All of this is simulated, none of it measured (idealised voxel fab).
process module | voxel ribs on slabs
cross-section cut | 255 nm wide | cells 5 nm
A cross-section is a grid of square cells, given in bands from the top down. A band is one or more rows of cells.
Each band's line starts with the height of the band's top and of its bottom, in nm. Then come its materials from left to right, each with its width in nm. One material with "throughout" fills the band from edge to edge. "air" is empty space.
Height 0 is the level under which the wafer as received is all one material. The lowest band goes on downwards, as in "0 down".
A width such as "30 to 40" changes by the same amount from each row of cells to the next, from the band's top row to its bottom row.
"no change" after a step means that no cell of the cross-section changed.
closed voids: empty space of 8 cells or more with no open way to the top, each as width x height at its distance from the left edge, in nm
after a step's settings: what the simulator itself notes on the step
overlay nm, on a step with a mask: how far to the right of its planned place the mask lay; to the left if negative
plan
1 op RECEIVE | material Si
2 op DIRECTIONAL_DEP | material SiO2 | thk nm 25
3 op DIRECTIONAL_DEP | material polySi | thk nm 25
4 op MASKED_ETCH | tone cover | mask id RIB | width nm 20 | etch materials polySi | depth nm 5 | overlay nm 0
5 op DIRECTIONAL_DEP | material aC | thk nm 15
6 op PATTERN | tone cover | mask id SLAB | material resist | width nm 70 | thk nm 30 | overlay nm 0
7 op DIRECTIONAL_ETCH | etch materials aC | depth nm 15
8 op STRIP | etch materials resist
9 op DIRECTIONAL_ETCH | etch materials polySi | depth nm 20
10 op STRIP | etch materials aC
11 op FILL_DEP | material SiO2 | thk nm 15
12 op CMP | height nm 60
13 op DIRECTIONAL_DEP | material TiN | thk nm 5
14 op MASKED_ETCH | tone cover | mask id HEATER | width nm 30 | etch materials TiN | depth nm 5 | overlay nm 0
15 op CONFORMAL_DEP | material SiO2 | thk nm 10
as received, after step 1
  0 down: Si throughout
  closed voids: none
a wafer at the end: this start, this plan, one mistake
  75 to 70: air 100 | SiO2 50 | air 105
  70 to 65: SiO2 throughout
  65 to 60: SiO2 110 | TiN 30 | SiO2 115
  60 to 25: SiO2 throughout
  25 to 0: polySi throughout
  0 down: Si throughout
  closed voids: none
what went wrong: steps 2 and 3 were swapped
